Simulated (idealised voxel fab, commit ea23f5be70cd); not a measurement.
This is a process module. Its name is voxel fin reveal.
Section shown: cut. Width: 150 nm. Cell size: 5 nm, square.
How to read a cross-section here: the picture is a grid of square cells, written as bands going from the top down, and any band can span one or more rows of cells. In this notation a band is specified by the heights of its top and bottom, in that order and in nm, after which its materials appear from left to right, each paired with its width in nm. The word "all across" attached to a single material means that material fills the band from edge to edge; the word "blank" stands for empty space. Height reference: 0 = level under which incoming wafer is all one material. Lowest band: no bottom, runs on downward, e.g. "top 0, no bottom". With a width like "30..40", each row of cells in the band differs from the next by the same amount, the top row carrying the first number and the bottom row the second. Step marked "nothing got changed"? Then no cell in the cross-section changed in it. Each empty space that has no open way to the top and spans at least 8 cells appears under "Cavities, closed" as width x height at distance, the distance counted from the left edge, all in nm. On each step's line, the part that comes after the settings is the simulator's own comment on the step. "overlay nm", when on a step's line for a step with a mask, measures how far to the right of its planned place the mask lay; a negative measure means to the left.

**List of planned process steps**
1) op RECEIVE | material Si
2) op CONFORMAL_DEP | material SiN | thk nm 10
3) op PATTERN | tone cover | mask id FINS | material resist | width nm 15 | pitch nm 40 | thk nm 15 | overlay nm 0
4) op DIRECTIONAL_ETCH | etch materials SiN | depth nm 10
5) op DIRECTIONAL_ETCH | etch materials Si | depth nm 30
6) op STRIP | etch materials resist
7) op FILL_DEP | material SiO2 | thk nm 5
8) op CMP | height nm 10
9) op SELECTIVE_ETCH | etch materials SiO2 | depth nm 25
10) op STRIP | etch materials SiN
11) op CONFORMAL_DEP | material HfO2 | thk nm 5
The plan shows the width nm of step 3 as the first wafer had it; this setting differs between the wafers, which start out alike.

**The first of several wafers, as received after step 1, seen in section**
    top 0, no bottom = Si all across
    Cavities, closed: none

**Cross-section of the first of several wafers, taken after step 11, where the module ends**
    top 5, bottom 0 = blank: 20; HfO2: 25; blank: 15; HfO2: 25; blank: 15; HfO2: 25; blank: 25
    top 0, bottom -10 = blank: 20; HfO2: 5; Si: 15; HfO2: 5; blank: 15; HfO2: 5; Si: 15; HfO2: 5; blank: 15; HfO2: 5; Si: 15; HfO2: 5; blank: 25
    top -10, bottom -15 = HfO2: 25; Si: 15; HfO2: 25; Si: 15; HfO2: 25; Si: 15; HfO2: 30
    top -15, bottom -30 = SiO2: 25; Si: 15; SiO2: 25; Si: 15; SiO2: 25; Si: 15; SiO2: 30
    top -30, no bottom = Si all across
    Cavities, closed: none

**The last wafer as seen in cross-section at the end of the module**
    top 5, bottom 0 = blank: 15; HfO2: 35; blank: 5; HfO2: 35; blank: 5; HfO2: 35; blank: 20
    top 0, bottom -10 = blank: 15; HfO2: 5; Si: 25; HfO2: 5; blank: 5; HfO2: 5; Si: 25; HfO2: 5; blank: 5; HfO2: 5; Si: 25; HfO2: 5; blank: 20
    top -10, bottom -15 = HfO2: 20; Si: 25; HfO2: 15; Si: 25; HfO2: 15; Si: 25; HfO2: 25
    top -15, bottom -30 = SiO2: 20; Si: 25; SiO2: 15; Si: 25; SiO2: 15; Si: 25; SiO2: 25
    top -30, no bottom = Si all across
    Cavities, closed: none

**Per wafer, end of module: cells gained (+) or lost (-) per material since receipt, then closed voids**
width nm 15 | +48 HfO2 | -126 Si | +63 SiO2 | Cavities, closed: none
width nm 20 | +48 HfO2 | -108 Si | +54 SiO2 | Cavities, closed: none
width nm 25 | +48 HfO2 | -90 Si | +45 SiO2 | Cavities, closed: none
